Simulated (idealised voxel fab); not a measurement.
The process module presented herein is designated voxel capacitor over wiring.
It is cross-section cut that appears here, measuring 165 nm in width, its square cells being 5 nm in size.
A cross-section is written here as square cells arranged in a grid, and it is given in bands from the top down, each band taking up one or more rows of cells.
First you get the band's top height and its bottom height, in nm, and then the materials it's made of, left to right, with each width in nm. If you see a single material with "edge to edge", that one covers the band edge to edge. "blank" is empty space.
Basically, 0 is our baseline, since under it the wafer straight out of the box is all one material. The bottom band has no lower end and keeps on going down, so it looks like "from 0 down".
It should be noted that a width expressed as "30..40" varies in equal increments from row to row of cells within the band, taking the value of the first number at the top row and that of the second number at the bottom row.
Where the words "remained the same" appear for a step, the cross-section shows no cell changed by that step; every cell remained as before.
The entry titled "closed voids" provides the empty spaces that have no open way to the top, restricted to those of 8 cells or more. Each is presented as width x height at distance, the distance being measured from the left edge, with all three in nm.
Whatever follows a step's settings on its line is a remark the simulator itself makes about that step.
"overlay nm", when on a step's line for a step with a mask, measures how far to the right of its planned place the mask lay; a negative measure means to the left.
Below you will find pairs of cross-sections. In each, one shows the wafer before one process step and the other after it, with the after view ending at the lowest band that changed. Under each pair is the step separating them, along with its settings. Do not assume the pairs form a chain: they can come from different runs of this module on the same starting wafer, and a pair continues from the pair above it only when its "Pre-step condition" entry says so.
-- Pre-step condition
* from 100 to 95: blank=40, then TiN=25, then blank=100
* from 95 to 90: blank=40, then SiN=25, then blank=100
* from 90 to 85: blank=35, then TiN=65, then blank=65
* from 85 to 80: blank=30, then Ru=35, then SiN=35, then blank=65
* from 80 to 75: blank=30, then Ru=35, then TiN=40, then blank=60
* from 75 to 55: SiO2=40, then Ru=15, then SiO2=110
* from 55 to 50: SiCN=40, then Ru=15, then SiCN=110
* from 50 to 45: SiCN=30, then Ru=30, then SiCN=45, then Ru=30, then SiCN=30
* from 45 to 20: SiO2=35, then TiN=5, then Ru=10, then TiN=5, then SiO2=55, then TiN=5, then Ru=10, then TiN=5, then SiO2=35
* from 20 to 15: SiN=35, then TiN=20, then SiN=55, then TiN=20, then SiN=35
* from 15 to 0: SiO2 edge to edge
* from 0 down: Si edge to edge
* closed voids: none
-- Step Result
* from 120 to 100: SiO2 edge to edge
* from 100 to 95: SiO2=40, then TiN=25, then SiO2=100
* from 95 to 90: SiO2=40, then SiN=25, then SiO2=100
* from 90 to 85: SiO2=35, then TiN=65, then SiO2=65
* from 85 to 80: SiO2=30, then Ru=35, then SiN=35, then SiO2=65
* from 80 to 75: SiO2=30, then Ru=35, then TiN=40, then SiO2=60
* Under the height 75 nothing was changed.
* closed voids: none
What sits between those two cross-sections? FILL_DEP, material SiO2, thk nm 20
Pre-step condition: The structure entering this step is exactly what the pair just above shows after its step.
-- Step Result
* from 105 to 100: SiO2 edge to edge
* Under the height 100 nothing was changed.
* closed voids: none
What sits between those two cross-sections? CMP, height nm 105
Pre-step condition: The structure entering this step is exactly what the pair just above shows after its step.
-- Step Result
* from 120 to 105: aC edge to edge
* Under the height 105 nothing was changed.
* closed voids: none
What sits between those two cross-sections? DIRECTIONAL_DEP, material aC, thk nm 15
Pre-step condition: The structure entering this step is exactly what the pair just above shows after its step.
-- Step Result
* from 155 to 120: resist=50, then blank=15, then resist=100
* Under the height 120 nothing was changed.
* closed voids: none
What sits between those two cross-sections? PATTERN, tone open, mask id PLUG_2, material resist, width nm 15, thk nm 35, overlay nm 0
Pre-step condition: The structure entering this step is exactly what the pair just above shows after its step.
-- Step Result
* from 140 to 120: resist=50, then blank=15, then resist=100
* from 120 to 105: aC=50, then blank=15, then aC=100
* Under the height 105 nothing was changed.
* closed voids: none
What sits between those two cross-sections? DIRECTIONAL_ETCH, etch materials aC, depth nm 15
Pre-step condition: The structure entering this step is exactly what the pair just above shows after its step.
-- Step Result
* from 120 to 105: aC=50, then blank=15, then aC=100
* Under the height 105 nothing was changed.
* closed voids: none
What sits between those two cross-sections? STRIP, etch materials resist
Pre-step condition: The structure entering this step is exactly what the pair just above shows after its step.
-- Step Result
* from 120 to 105: aC=50, then blank=15, then aC=100
* from 105 to 100: SiO2=50, then blank=15, then SiO2=100
* Under the height 100 nothing was changed.
* closed voids: none
What sits between those two cross-sections? DIRECTIONAL_ETCH, etch materials SiO2, depth nm 15
Pre-step condition: The structure entering this step is exactly what the pair just above shows after its step.
-- Step Result
* from 105 to 100: SiO2=50, then blank=15, then SiO2=100
* Under the height 100 nothing was changed.
* closed voids: none
What sits between those two cross-sections? STRIP, etch materials aC
Pre-step condition: The structure entering this step is exactly what the pair just above shows after its step.
-- Step Result
* from 110 to 105: TiN=55, then blank=5, then TiN=105
* from 105 to 95: SiO2=50..40, then TiN=15..25, then SiO2=100
* Under the height 95 nothing was changed.
* closed voids: none
What sits between those two cross-sections? CONFORMAL_DEP, material TiN, thk nm 5
Pre-step condition: The structure entering this step is exactly what the pair just above shows after its step.
-- Step Result
* from 115 to 110: Ru edge to edge
* from 110 to 105: TiN=55, then Ru=5, then TiN=105
* Under the height 105 nothing was changed.
* closed voids: none
What sits between those two cross-sections? FILL_DEP, material Ru, thk nm 5
Pre-step condition: The structure entering this step is exactly what the pair just above shows after its step.
-- Step Result
* from 105 to 95: SiO2=50..40, then TiN=15..25, then SiO2=100
* Under the height 95 nothing was changed.
* closed voids: none
What sits between those two cross-sections? CMP, height nm 105
Pre-step condition: The structure entering this step is exactly what the pair just above shows after its step.
-- Step Result
* from 110 to 105: SiN edge to edge
* Under the height 105 nothing was changed.
* closed voids: none
What sits between those two cross-sections? CONFORMAL_DEP, material SiN, thk nm 5
-- Pre-step condition
* from 80 to 75: TiN edge to edge
* from 75 to 55: SiO2=40, then Ru=15, then SiO2=110
* from 55 to 50: SiCN=40, then Ru=15, then SiCN=110
* from 50 to 45: SiCN=30, then Ru=30, then SiCN=45, then Ru=30, then SiCN=30
* from 45 to 20: SiO2=35, then TiN=5, then Ru=10, then TiN=5, then SiO2=55, then TiN=5, then Ru=10, then TiN=5, then SiO2=35
* from 20 to 15: SiN=35, then TiN=20, then SiN=55, then TiN=20, then SiN=35
* from 15 to 0: SiO2 edge to edge
* from 0 down: Si edge to edge
* closed voids: none
-- Step Result
* from 85 to 75: TiN edge to edge
* Under the height 75 nothing was changed.
* closed voids: none
What sits between those two cross-sections? DIRECTIONAL_DEP, material TiN, thk nm 5
Pre-step condition: The structure entering this step is exactly what the pair just above shows after its step.
-- Step Result
* from 90 to 85: SiN edge to edge
* Under the height 85 nothing was changed.
* closed voids: none
What sits between those two cross-sections? DIRECTIONAL_DEP, material SiN, thk nm 5
Pre-step condition: The structure entering this step is exactly what the pair just above shows after its step.
-- Step Result
* from 105 to 90: aC edge to edge
* Under the height 90 nothing was changed.
* closed voids: none
What sits between those two cross-sections? DIRECTIONAL_DEP, material aC, thk nm 15
Pre-step condition: The structure entering this step is exactly what the pair just above shows after its step.
-- Step Result
* from 135 to 105: blank=40, then resist=60, then blank=65
* Under the height 105 nothing was changed.
* closed voids: none
What sits between those two cross-sections? PATTERN, tone cover, mask id UPPER_PLATE, material resist, width nm 60, thk nm 30, overlay nm 0
Pre-step condition: The structure entering this step is exactly what the pair just above shows after its step.
-- Step Result
* from 120 to 105: blank=40, then resist=60, then blank=65
* from 105 to 90: blank=40, then aC=60, then blank=65
* Under the height 90 nothing was changed.
* closed voids: none
What sits between those two cross-sections? DIRECTIONAL_ETCH, etch materials aC, depth nm 15
Pre-step condition: The structure entering this step is exactly what the pair just above shows after its step.
-- Step Result
* from 105 to 90: blank=40, then aC=60, then blank=65
* Under the height 90 nothing was changed.
* closed voids: none
What sits between those two cross-sections? STRIP, etch materials resist
Pre-step condition: The structure entering this step is exactly what the pair just above shows after its step.
-- Step Result
* from 105 to 90: blank=40, then aC=60, then blank=65
* from 90 to 85: blank=40, then SiN=60, then blank=65
* Under the height 85 nothing was changed.
* closed voids: none
What sits between those two cross-sections? DIRECTIONAL_ETCH, etch materials SiN, depth nm 5
Pre-step condition: The structure entering this step is exactly what the pair just above shows after its step.
-- Step Result
* from 90 to 85: blank=40, then SiN=60, then blank=65
* Under the height 85 nothing was changed.
* closed voids: none
What sits between those two cross-sections? STRIP, etch materials aC
Pre-step condition: The structure entering this step is exactly what the pair just above shows after its step.
-- Step Result
* from 90 to 85: blank=40, then SiN=60, then blank=65
* from 85 to 80: blank=35, then TiN=70, then blank=60
* Under the height 80 nothing was changed.
* closed voids: none
What sits between those two cross-sections? MASKED_ETCH, tone cover, mask id LOWER_PLATE, width nm 70, etch materials TiN, depth nm 5, overlay nm 0
Pre-step condition: The structure entering this step is exactly what the pair just above shows after its step.
-- Step Result
* from 110 to 90: SiO2 edge to edge
* from 90 to 85: SiO2=40, then SiN=60, then SiO2=65
* from 85 to 80: SiO2=35, then TiN=70, then SiO2=60
* Under the height 80 nothing was changed.
* closed voids: none
What sits between those two cross-sections? FILL_DEP, material SiO2, thk nm 20
Pre-step condition: The structure entering this step is exactly what the pair just above shows after its step.
-- Step Result
* from 105 to 90: SiO2 edge to edge
* Under the height 90 nothing was changed.
* closed voids: none
What sits between those two cross-sections? CMP, height nm 105
Pre-step condition: The structure entering this step is exactly what the pair just above shows after its step.
-- Step Result
* from 120 to 105: aC edge to edge
* Under the height 105 nothing was changed.
* closed voids: none
What sits between those two cross-sections? DIRECTIONAL_DEP, material aC, thk nm 15
Pre-step condition: The structure entering this step is exactly what the pair just above shows after its step.
-- Step Result
* from 155 to 120: resist=50, then blank=15, then resist=100
* Under the height 120 nothing was changed.
* closed voids: none
What sits between those two cross-sections? PATTERN, tone open, mask id PLUG_2, material resist, width nm 15, thk nm 35, overlay nm 0
Pre-step condition: The structure entering this step is exactly what the pair just above shows after its step.
-- Step Result
* from 140 to 120: resist=50, then blank=15, then resist=100
* from 120 to 105: aC=50, then blank=15, then aC=100
* Under the height 105 nothing was changed.
* closed voids: none
What sits between those two cross-sections? DIRECTIONAL_ETCH, etch materials aC, depth nm 15
Pre-step condition: The structure entering this step is exactly what the pair just above shows after its step.
-- Step Result
* from 120 to 105: aC=50, then blank=15, then aC=100
* Under the height 105 nothing was changed.
* closed voids: none
What sits between those two cross-sections? STRIP, etch materials resist
Pre-step condition: The structure entering this step is exactly what the pair just above shows after its step.
-- Step Result
* from 120 to 105: aC=50, then blank=15, then aC=100
* from 105 to 90: SiO2=50, then blank=15, then SiO2=100
* Under the height 90 nothing was changed.
* closed voids: none
What sits between those two cross-sections? DIRECTIONAL_ETCH, etch materials SiO2, depth nm 15
Pre-step condition: The structure entering this step is exactly what the pair just above shows after its step.
-- Step Result
* from 105 to 90: SiO2=50, then blank=15, then SiO2=100
* Under the height 90 nothing was changed.
* closed voids: none
What sits between those two cross-sections? STRIP, etch materials aC
Pre-step condition: The structure entering this step is exactly what the pair just above shows after its step.
-- Step Result
* from 110 to 105: TiN=55, then blank=5, then TiN=105
* from 105 to 95: SiO2=50, then TiN=5, then blank=5, then TiN=5, then SiO2=100
* from 95 to 90: SiO2=50, then TiN=15, then SiO2=100
* Under the height 90 nothing was changed.
* closed voids: none
What sits between those two cross-sections? CONFORMAL_DEP, material TiN, thk nm 5
Pre-step condition: The structure entering this step is exactly what the pair just above shows after its step.
-- Step Result
* from 115 to 110: Ru edge to edge
* from 110 to 105: TiN=55, then Ru=5, then TiN=105
* from 105 to 95: SiO2=50, then TiN=5, then Ru=5, then TiN=5, then SiO2=100
* Under the height 95 nothing was changed.
* closed voids: none
What sits between those two cross-sections? FILL_DEP, material Ru, thk nm 5
Pre-step condition: The structure entering this step is exactly what the pair just above shows after its step.
-- Step Result
* from 105 to 95: SiO2=50, then TiN=5, then Ru=5, then TiN=5, then SiO2=100
* Under the height 95 nothing was changed.
* closed voids: none
What sits between those two cross-sections? CMP, height nm 105
Pre-step condition: The structure entering this step is exactly what the pair just above shows after its step.
-- Step Result
* from 110 to 105: SiN edge to edge
* Under the height 105 nothing was changed.
* closed voids: none
What sits between those two cross-sections? CONFORMAL_DEP, material SiN, thk nm 5
-- Pre-step condition
* from 115 to 110: Ru edge to edge
* from 110 to 105: TiN=55, then Ru=5, then TiN=105
* from 105 to 95: SiO2=50, then TiN=5, then Ru=5, then TiN=5, then SiO2=100
* from 95 to 85: SiO2=50..40, then TiN=15..60, then SiO2=100..65
* from 85 to 80: SiO2=40, then SiN=60, then SiO2=65
* from 80 to 75: SiO2=35, then TiN=70, then SiO2=60
* from 75 to 55: SiO2=40, then Ru=15, then SiO2=110
* from 55 to 50: SiCN=40, then Ru=15, then SiCN=110
* from 50 to 45: SiCN=30, then Ru=30, then SiCN=45, then Ru=30, then SiCN=30
* from 45 to 20: SiO2=35, then TiN=5, then Ru=10, then TiN=5, then SiO2=55, then TiN=5, then Ru=10, then TiN=5, then SiO2=35
* from 20 to 15: SiN=35, then TiN=20, then SiN=55, then TiN=20, then SiN=35
* from 15 to 0: SiO2 edge to edge
* from 0 down: Si edge to edge
* closed voids: none
-- Step Result
* from 100 to 95: SiO2=50, then TiN=5, then Ru=5, then TiN=5, then SiO2=100
* Under the height 95 nothing was changed.
* closed voids: none
What sits between those two cross-sections? CMP, height nm 100
Pre-step condition: The structure entering this step is exactly what the pair just above shows after its step.
-- Step Result
* from 105 to 100: SiN edge to edge
* Under the height 100 nothing was changed.
* closed voids: none
What sits between those two cross-sections? CONFORMAL_DEP, material SiN, thk nm 5
-- Pre-step condition
* from 75 to 55: SiO2 edge to edge
* from 55 to 50: SiCN edge to edge
* from 50 to 45: SiCN=30, then Ru=30, then SiCN=45, then Ru=30, then SiCN=30
* from 45 to 20: SiO2=35, then TiN=5, then Ru=10, then TiN=5, then SiO2=55, then TiN=5, then Ru=10, then TiN=5, then SiO2=35
* from 20 to 15: SiN=35, then TiN=20, then SiN=55, then TiN=20, then SiN=35
* from 15 to 0: SiO2 edge to edge
* from 0 down: Si edge to edge
* closed voids: none
-- Step Result
* from 75 to 55: SiO2=40, then blank=20, then SiO2=105
* Under the height 55 nothing was changed.
* closed voids: none
What sits between those two cross-sections? MASKED_ETCH, tone open, mask id PLUG_1, width nm 20, etch materials SiO2, depth nm 20, overlay nm 0
Pre-step condition: The structure entering this step is exactly what the pair just above shows after its step.
-- Step Result
* from 75 to 55: SiO2=40, then blank=20, then SiO2=105
* from 55 to 50: SiCN=40, then blank=15, then SiCN=110
* Under the height 50 nothing was changed.
* closed voids: none
What sits between those two cross-sections? MASKED_ETCH, tone open, mask id PLUG_1, width nm 15, etch materials SiCN, depth nm 5, overlay nm 0
Pre-step condition: The structure entering this step is exactly what the pair just above shows after its step.
-- Step Result
* from 75 to 60: SiO2=40, then blank=20, then SiO2=105
* from 60 to 55: SiO2=40, then Ru=20, then SiO2=105
* from 55 to 50: SiCN=40, then Ru=15, then SiCN=110
* Under the height 50 nothing was changed.
* closed voids: none
What sits between those two cross-sections? EPI, material Ru, thk nm 10
Pre-step condition: The structure entering this step is exactly what the pair just above shows after its step.
-- Step Result
* from 75 to 70: SiO2=40, then blank=20, then SiO2=105
* from 70 to 55: SiO2=40, then Ru=20, then SiO2=105
* Under the height 55 nothing was changed.
* closed voids: none
What sits between those two cross-sections? EPI, material Ru, thk nm 10
Pre-step condition: The structure entering this step is exactly what the pair just above shows after its step.
-- Step Result
* from 75 to 55: SiO2=40, then Ru=20, then SiO2=105
* Under the height 55 nothing was changed.
* closed voids: none
What sits between those two cross-sections? EPI, material Ru, thk nm 5
Pre-step condition: The structure entering this step is exactly what the pair just above shows after its step.
-- Step Result
* from 80 to 75: TiN edge to edge
* Under the height 75 nothing was changed.
* closed voids: none
What sits between those two cross-sections? DIRECTIONAL_DEP, material TiN, thk nm 5
Pre-step condition: The structure entering this step is exactly what the pair just above shows after its step.
-- Step Result
* from 85 to 80: SiN edge to edge
* Under the height 80 nothing was changed.
* closed voids: none
What sits between those two cross-sections? DIRECTIONAL_DEP, material SiN, thk nm 5
Pre-step condition: The structure entering this step is exactly what the pair just above shows after its step.
-- Step Result
* from 90 to 85: TiN edge to edge
* Under the height 85 nothing was changed.
* closed voids: none
What sits between those two cross-sections? DIRECTIONAL_DEP, material TiN, thk nm 5
Pre-step condition: The structure entering this step is exactly what the pair just above shows after its step.
-- Step Result
* from 105 to 90: aC edge to edge
* Under the height 90 nothing was changed.
* closed voids: none
What sits between those two cross-sections? DIRECTIONAL_DEP, material aC, thk nm 15
Pre-step condition: The structure entering this step is exactly what the pair just above shows after its step.
-- Step Result
* from 135 to 105: blank=40, then resist=60, then blank=65
* Under the height 105 nothing was changed.
* closed voids: none
What sits between those two cross-sections? PATTERN, tone cover, mask id UPPER_PLATE, material resist, width nm 60, thk nm 30, overlay nm 0
Pre-step condition: The structure entering this step is exactly what the pair just above shows after its step.
-- Step Result
* from 120 to 105: blank=40, then resist=60, then blank=65
* from 105 to 90: blank=40, then aC=60, then blank=65
* Under the height 90 nothing was changed.
* closed voids: none
What sits between those two cross-sections? DIRECTIONAL_ETCH, etch materials aC, depth nm 15
Pre-step condition: The structure entering this step is exactly what the pair just above shows after its step.
-- Step Result
* from 105 to 90: blank=40, then aC=60, then blank=65
* Under the height 90 nothing was changed.
* closed voids: none
What sits between those two cross-sections? STRIP, etch materials resist
Pre-step condition: The structure entering this step is exactly what the pair just above shows after its step.
-- Step Result
* from 105 to 90: blank=40, then aC=60, then blank=65
* from 90 to 85: blank=40, then TiN=60, then blank=65
* Under the height 85 nothing was changed.
* closed voids: none
What sits between those two cross-sections? DIRECTIONAL_ETCH, etch materials TiN, depth nm 5
Pre-step condition: The structure entering this step is exactly what the pair just above shows after its step.
-- Step Result
* from 105 to 90: blank=40, then aC=60, then blank=65
* from 90 to 85: blank=40, then TiN=60, then blank=65
* from 85 to 80: blank=40, then SiN=60, then blank=65
* Under the height 80 nothing was changed.
* closed voids: none
What sits between those two cross-sections? DIRECTIONAL_ETCH, etch materials SiN, depth nm 5
Pre-step condition: The structure entering this step is exactly what the pair just above shows after its step.
-- Step Result
* from 90 to 85: blank=40, then TiN=60, then blank=65
* Under the height 85 nothing was changed.
* closed voids: none
What sits between those two cross-sections? STRIP, etch materials aC
Pre-step condition: The structure entering this step is exactly what the pair just above shows after its step.
-- Step Result
* from 90 to 85: blank=40, then TiN=60, then blank=65
* from 85 to 80: blank=40, then SiN=60, then blank=65
* from 80 to 75: blank=35, then TiN=70, then blank=60
* Under the height 75 nothing was changed.
* closed voids: none
What sits between those two cross-sections? MASKED_ETCH, tone cover, mask id LOWER_PLATE, width nm 70, etch materials TiN, depth nm 5, overlay nm 0
Pre-step condition: The structure entering this step is exactly what the pair just above shows after its step.
-- Step Result
* from 110 to 90: SiO2 edge to edge
* from 90 to 85: SiO2=40, then TiN=60, then SiO2=65
* from 85 to 80: SiO2=40, then SiN=60, then SiO2=65
* from 80 to 75: SiO2=35, then TiN=70, then SiO2=60
* Under the height 75 nothing was changed.
* closed voids: none
What sits between those two cross-sections? FILL_DEP, material SiO2, thk nm 20
Pre-step condition: The structure entering this step is exactly what the pair just above shows after its step.
-- Step Result
* from 105 to 90: SiO2 edge to edge
* Under the height 90 nothing was changed.
* closed voids: none
What sits between those two cross-sections? CMP, height nm 105
Pre-step condition: The structure entering this step is exactly what the pair just above shows after its step.
-- Step Result
* from 120 to 105: aC edge to edge
* Under the height 105 nothing was changed.
* closed voids: none
What sits between those two cross-sections? DIRECTIONAL_DEP, material aC, thk nm 15
Pre-step condition: The structure entering this step is exactly what the pair just above shows after its step.
-- Step Result
* from 155 to 120: resist=50, then blank=15, then resist=100
* Under the height 120 nothing was changed.
* closed voids: none
What sits between those two cross-sections? PATTERN, tone open, mask id PLUG_2, material resist, width nm 15, thk nm 35, overlay nm 0
Pre-step condition: The structure entering this step is exactly what the pair just above shows after its step.
-- Step Result
* from 140 to 120: resist=50, then blank=15, then resist=100
* from 120 to 105: aC=50, then blank=15, then aC=100
* Under the height 105 nothing was changed.
* closed voids: none
What sits between those two cross-sections? DIRECTIONAL_ETCH, etch materials aC, depth nm 15
Pre-step condition: The structure entering this step is exactly what the pair just above shows after its step.
-- Step Result
* from 120 to 105: aC=50, then blank=15, then aC=100
* Under the height 105 nothing was changed.
* closed voids: none
What sits between those two cross-sections? STRIP, etch materials resist
Pre-step condition: The structure entering this step is exactly what the pair just above shows after its step.
-- Step Result
* from 120 to 105: aC=50, then blank=15, then aC=100
* from 105 to 90: SiO2=50, then blank=15, then SiO2=100
* Under the height 90 nothing was changed.
* closed voids: none
What sits between those two cross-sections? DIRECTIONAL_ETCH, etch materials SiO2, depth nm 15
Pre-step condition: The structure entering this step is exactly what the pair just above shows after its step.
-- Step Result
* from 105 to 90: SiO2=50, then blank=15, then SiO2=100
* Under the height 90 nothing was changed.
* closed voids: none
What sits between those two cross-sections? STRIP, etch materials aC
Pre-step condition: The structure entering this step is exactly what the pair just above shows after its step.
-- Step Result
* from 110 to 105: TiN=55, then blank=5, then TiN=105
* from 105 to 95: SiO2=50, then TiN=5, then blank=5, then TiN=5, then SiO2=100
* from 95 to 85: SiO2=50..40, then TiN=15..60, then SiO2=100..65
* Under the height 85 nothing was changed.
* closed voids: none
What sits between those two cross-sections? CONFORMAL_DEP, material TiN, thk nm 5
Pre-step condition: The structure entering this step is exactly what the pair just above shows after its step.
-- Step Result
* from 115 to 110: Ru edge to edge
* from 110 to 105: TiN=55, then Ru=5, then TiN=105
* from 105 to 95: SiO2=50, then TiN=5, then Ru=5, then TiN=5, then SiO2=100
* Under the height 95 nothing was changed.
* closed voids: none
What sits between those two cross-sections? FILL_DEP, material Ru, thk nm 5
Pre-step condition: The structure entering this step is exactly what the pair just above shows after its step.
-- Step Result
* from 105 to 95: SiO2=50, then TiN=5, then Ru=5, then TiN=5, then SiO2=100
* Under the height 95 nothing was changed.
* closed voids: none
What sits between those two cross-sections? CMP, height nm 105
Pre-step condition: The structure entering this step is exactly what the pair just above shows after its step.
-- Step Result
* from 110 to 105: SiN edge to edge
* Under the height 105 nothing was changed.
* closed voids: none
What sits between those two cross-sections? CONFORMAL_DEP, material SiN, thk nm 5
-- Pre-step condition
* from 105 to 90: aC edge to edge
* from 90 to 85: TiN edge to edge
* from 85 to 80: SiN edge to edge
* from 80 to 75: TiN edge to edge
* from 75 to 55: SiO2=40, then Ru=15, then SiO2=110
* from 55 to 50: SiCN=40, then Ru=15, then SiCN=110
* from 50 to 45: SiCN=30, then Ru=30, then SiCN=45, then Ru=30, then SiCN=30
* from 45 to 20: SiO2=35, then TiN=5, then Ru=10, then TiN=5, then SiO2=55, then TiN=5, then Ru=10, then TiN=5, then SiO2=35
* from 20 to 15: SiN=35, then TiN=20, then SiN=55, then TiN=20, then SiN=35
* from 15 to 0: SiO2 edge to edge
* from 0 down: Si edge to edge
* closed voids: none
-- Step Result
* from 135 to 105: blank=35, then resist=60, then blank=70
* Under the height 105 nothing was changed.
* closed voids: none
What sits between those two cross-sections? PATTERN, tone cover, mask id UPPER_PLATE, material resist, width nm 60, thk nm 30, overlay nm -5
Pre-step condition: The structure entering this step is exactly what the pair just above shows after its step.
-- Step Result
* from 120 to 105: blank=35, then resist=60, then blank=70
* from 105 to 90: blank=35, then aC=60, then blank=70
* Under the height 90 nothing was changed.
* closed voids: none
What sits between those two cross-sections? DIRECTIONAL_ETCH, etch materials aC, depth nm 15
Pre-step condition: The structure entering this step is exactly what the pair just above shows after its step.
-- Step Result
* from 105 to 90: blank=35, then aC=60, then blank=70
* Under the height 90 nothing was changed.
* closed voids: none
What sits between those two cross-sections? STRIP, etch materials resist
Pre-step condition: The structure entering this step is exactly what the pair just above shows after its step.
-- Step Result
* from 105 to 90: blank=35, then aC=60, then blank=70
* from 90 to 85: blank=35, then TiN=60, then blank=70
* Under the height 85 nothing was changed.
* closed voids: none
What sits between those two cross-sections? DIRECTIONAL_ETCH, etch materials TiN, depth nm 5
Pre-step condition: The structure entering this step is exactly what the pair just above shows after its step.
-- Step Result
* from 105 to 90: blank=35, then aC=60, then blank=70
* from 90 to 85: blank=35, then TiN=60, then blank=70
* from 85 to 80: blank=35, then SiN=60, then blank=70
* Under the height 80 nothing was changed.
* closed voids: none
What sits between those two cross-sections? DIRECTIONAL_ETCH, etch materials SiN, depth nm 5
Pre-step condition: The structure entering this step is exactly what the pair just above shows after its step.
-- Step Result
* from 90 to 85: blank=35, then TiN=60, then blank=70
* Under the height 85 nothing was changed.
* closed voids: none
What sits between those two cross-sections? STRIP, etch materials aC
Pre-step condition: The structure entering this step is exactly what the pair just above shows after its step.
-- Step Result
* from 90 to 85: blank=35, then TiN=60, then blank=70
* from 85 to 80: blank=35, then SiN=60, then blank=70
* from 80 to 75: blank=35, then TiN=70, then blank=60
* Under the height 75 nothing was changed.
* closed voids: none
What sits between those two cross-sections? MASKED_ETCH, tone cover, mask id LOWER_PLATE, width nm 70, etch materials TiN, depth nm 5, overlay nm 0
Pre-step condition: The structure entering this step is exactly what the pair just above shows after its step.
-- Step Result
* from 110 to 90: SiO2 edge to edge
* from 90 to 85: SiO2=35, then TiN=60, then SiO2=70
* from 85 to 80: SiO2=35, then SiN=60, then SiO2=70
* from 80 to 75: SiO2=35, then TiN=70, then SiO2=60
* Under the height 75 nothing was changed.
* closed voids: none
What sits between those two cross-sections? FILL_DEP, material SiO2, thk nm 20
Pre-step condition: The structure entering this step is exactly what the pair just above shows after its step.
-- Step Result
* from 105 to 90: SiO2 edge to edge
* Under the height 90 nothing was changed.
* closed voids: none
What sits between those two cross-sections? CMP, height nm 105
Pre-step condition: The structure entering this step is exactly what the pair just above shows after its step.
-- Step Result
* from 120 to 105: aC edge to edge
* Under the height 105 nothing was changed.
* closed voids: none
What sits between those two cross-sections? DIRECTIONAL_DEP, material aC, thk nm 15
Pre-step condition: The structure entering this step is exactly what the pair just above shows after its step.
-- Step Result
* from 155 to 120: resist=50, then blank=15, then resist=100
* Under the height 120 nothing was changed.
* closed voids: none
What sits between those two cross-sections? PATTERN, tone open, mask id PLUG_2, material resist, width nm 15, thk nm 35, overlay nm 0
Pre-step condition: The structure entering this step is exactly what the pair just above shows after its step.
-- Step Result
* from 140 to 120: resist=50, then blank=15, then resist=100
* from 120 to 105: aC=50, then blank=15, then aC=100
* Under the height 105 nothing was changed.
* closed voids: none
What sits between those two cross-sections? DIRECTIONAL_ETCH, etch materials aC, depth nm 15
Pre-step condition: The structure entering this step is exactly what the pair just above shows after its step.
-- Step Result
* from 120 to 105: aC=50, then blank=15, then aC=100
* Under the height 105 nothing was changed.
* closed voids: none
What sits between those two cross-sections? STRIP, etch materials resist
Pre-step condition: The structure entering this step is exactly what the pair just above shows after its step.
-- Step Result
* from 120 to 105: aC=50, then blank=15, then aC=100
* from 105 to 90: SiO2=50, then blank=15, then SiO2=100
* Under the height 90 nothing was changed.
* closed voids: none
What sits between those two cross-sections? DIRECTIONAL_ETCH, etch materials SiO2, depth nm 15
Pre-step condition: The structure entering this step is exactly what the pair just above shows after its step.
-- Step Result
* from 105 to 90: SiO2=50, then blank=15, then SiO2=100
* Under the height 90 nothing was changed.
* closed voids: none
What sits between those two cross-sections? STRIP, etch materials aC
Pre-step condition: The structure entering this step is exactly what the pair just above shows after its step.
-- Step Result
* from 110 to 105: TiN=55, then blank=5, then TiN=105
* from 105 to 95: SiO2=50, then TiN=5, then blank=5, then TiN=5, then SiO2=100
* from 95 to 85: SiO2=50..35, then TiN=15..60, then SiO2=100..70
* Under the height 85 nothing was changed.
* closed voids: none
What sits between those two cross-sections? CONFORMAL_DEP, material TiN, thk nm 5
Pre-step condition: The structure entering this step is exactly what the pair just above shows after its step.
-- Step Result
* from 115 to 110: Ru edge to edge
* from 110 to 105: TiN=55, then Ru=5, then TiN=105
* from 105 to 95: SiO2=50, then TiN=5, then Ru=5, then TiN=5, then SiO2=100
* Under the height 95 nothing was changed.
* closed voids: none
What sits between those two cross-sections? FILL_DEP, material Ru, thk nm 5
Pre-step condition: The structure entering this step is exactly what the pair just above shows after its step.
-- Step Result
* from 105 to 95: SiO2=50, then TiN=5, then Ru=5, then TiN=5, then SiO2=100
* Under the height 95 nothing was changed.
* closed voids: none
What sits between those two cross-sections? CMP, height nm 105
Pre-step condition: The structure entering this step is exactly what the pair just above shows after its step.
-- Step Result
* from 110 to 105: SiN edge to edge
* Under the height 105 nothing was changed.
* closed voids: none
What sits between those two cross-sections? CONFORMAL_DEP, material SiN, thk nm 5
-- Pre-step condition
* from 50 to 45: blank=30, then Ru=30, then blank=45, then Ru=30, then blank=30
* from 45 to 20: SiO2=35, then TiN=5, then Ru=10, then TiN=5, then SiO2=55, then TiN=5, then Ru=10, then TiN=5, then SiO2=35
* from 20 to 15: SiN=35, then TiN=20, then SiN=55, then TiN=20, then SiN=35
* from 15 to 0: SiO2 edge to edge
* from 0 down: Si edge to edge
* closed voids: none
-- Step Result
* from 55 to 50: TiN edge to edge
* from 50 to 45: TiN=30, then Ru=30, then TiN=45, then Ru=30, then TiN=30
* Under the height 45 nothing was changed.
* closed voids: none
What sits between those two cross-sections? FILL_DEP, material TiN, thk nm 5
Pre-step condition: The structure entering this step is exactly what the pair just above shows after its step.
-- Step Result
* from 75 to 55: SiO2 edge to edge
* Under the height 55 nothing was changed.
* closed voids: none
What sits between those two cross-sections? DIRECTIONAL_DEP, material SiO2, thk nm 20
Pre-step condition: The structure entering this step is exactly what the pair just above shows after its step.
-- Step Result
* from 75 to 55: SiO2=40, then blank=15, then SiO2=110
* Under the height 55 nothing was changed.
* closed voids: none
What sits between those two cross-sections? MASKED_ETCH, tone open, mask id PLUG_1, width nm 15, etch materials SiO2, depth nm 20, overlay nm 0
Pre-step condition: The structure entering this step is exactly what the pair just above shows after its step.
-- Step Result
* from 75 to 65: SiO2=40, then blank=15, then SiO2=110
* from 65 to 55: SiO2=40, then Ru=15, then SiO2=110
* Under the height 55 nothing was changed.
* closed voids: none
What sits between those two cross-sections? EPI, material Ru, thk nm 10
Pre-step condition: The structure entering this step is exactly what the pair just above shows after its step.
-- Step Result
* from 75 to 55: SiO2=40, then Ru=15, then SiO2=110
* Under the height 55 nothing was changed.
* closed voids: none
What sits between those two cross-sections? EPI, material Ru, thk nm 10
Pre-step condition: The structure entering this step is exactly what the pair just above shows after its step.
-- Step Result
* from 80 to 75: blank=35, then Ru=25, then blank=105
* Under the height 75 nothing was changed.
* closed voids: none
What sits between those two cross-sections? EPI, material Ru, thk nm 5
